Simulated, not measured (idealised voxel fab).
Name of the process module below: voxel air gaps
225 nm wide, 5 nm square cells: that's cross-section cut.
Throughout this document, each cross-section is represented as a grid of square cells and is presented as a sequence of bands enumerated from the top downward, where a band comprises one or more rows of cells.
This entry defines a band. It first specifies the height of the band's top and the height of its bottom in nm, and then specifies the band's materials from left to right, stating each material with its width in nm. The word "everywhere" identifies a single material that fills the band from edge to edge, while the word "blank" identifies empty space.
Convention: height 0 is the level below which the wafer, as received, is all one material. The lowest band does not terminate at the bottom but continues downward, represented as "0..down".
When a width is written as two numbers, as in "30->40", the first number is the width in the top row of cells of the band and the second is the width in its bottom row, and the width changes by the same amount from each row to the next.
What does "nothing changed" mean for a step? It means no cell of the cross-section changed in that step.
The label "Closed empty spaces" introduces a list of the empty spaces, 8 cells or larger, that have no open way up to the top; each entry in it reads width x height at distance, where the distance is taken from the left edge and all three are stated in nm.
It should be noted that, on the line of a given step, the content following the step's settings is a remark produced by the simulator itself with respect to that step.
overlay nm: for a step with a mask, the amount by which the mask lay right of where it was planned; a negative amount means left of it.

-- Listed below are the process steps as planned
1,RECEIVE, material Si
2,CONFORMAL_DEP, material SiO2, thk nm 15
3,CONFORMAL_DEP, material SiN, thk nm 5
4,DIRECTIONAL_DEP, material lowk, thk nm 30
5,DIRECTIONAL_DEP, material aC, thk nm 10
6,PATTERN, tone open, mask id LINES, material resist, width nm 15, pitch nm 40, thk nm 25, overlay nm 0
7,DIRECTIONAL_ETCH, etch materials aC, depth nm 10
8,STRIP, etch materials resist
9,DIRECTIONAL_ETCH, etch materials lowk, depth nm 30
10,STRIP, etch materials aC
11,CONFORMAL_DEP, material TiN, thk nm 5
12,FILL_DEP, material W, thk nm 10
13,CMP, height nm 50
14,EPI, material Ru, thk nm 10
15,SELECTIVE_ETCH, etch materials lowk, depth nm 40
16,CONFORMAL_DEP, material SiCN, thk nm 5

-- Step 1 complete: cross-section of the wafer as received
	0..down = Si everywhere
	Closed empty spaces: none

-- Run as planned - first of the two wafers cross-sectioned at the end of the module
	65..60 = 30 nm blank  165 nm SiCN  30 nm blank
	60..50 = 30 nm blank  5 nm SiCN  35 nm Ru  5 nm SiCN  35 nm Ru  5 nm SiCN  35 nm Ru  5 nm SiCN  35 nm Ru  5 nm SiCN  30 nm blank
	50..45 = 30 nm blank  15 nm SiCN  5 nm TiN  5 nm W  5 nm TiN  25 nm SiCN  5 nm TiN  5 nm W  5 nm TiN  25 nm SiCN  5 nm TiN  5 nm W  5 nm TiN  25 nm SiCN  5 nm TiN  5 nm W  5 nm TiN  15 nm SiCN  30 nm blank
	45..25 = 40 nm blank  5 nm SiCN  5 nm TiN  5 nm W  5 nm TiN  5 nm SiCN  15 nm blank  5 nm SiCN  5 nm TiN  5 nm W  5 nm TiN  5 nm SiCN  15 nm blank  5 nm SiCN  5 nm TiN  5 nm W  5 nm TiN  5 nm SiCN  15 nm blank  5 nm SiCN  5 nm TiN  5 nm W  5 nm TiN  5 nm SiCN  40 nm blank
	25..20 = 45 nm SiCN  15 nm TiN  25 nm SiCN  15 nm TiN  25 nm SiCN  15 nm TiN  25 nm SiCN  15 nm TiN  45 nm SiCN
	20..15 = SiN everywhere
	15..0 = SiO2 everywhere
	0..down = Si everywhere
	Closed empty spaces: 15 x 20 at 65; 15 x 20 at 105; 15 x 20 at 145

-- End of module, second wafer, cross-section. Started like the first, planned like the first, run with one mistake
	65..60 = SiCN everywhere
	60..50 = Ru everywhere
	50..20 = W everywhere
	20..15 = SiN everywhere
	15..0 = SiO2 everywhere
	0..down = Si everywhere
	Closed empty spaces: none
Where did the run depart from the plan? step 4 ran as: DIRECTIONAL_DEP, material W, thk nm 30
It is noted that, at the conclusion of processing, the second wafer exhibits a higher or lower cell count for certain materials relative to the first: +34 Ru; -84 SiCN; -52 TiN; +250 W
At the end, the first wafer has 3 closed voids and the second wafer has 0.
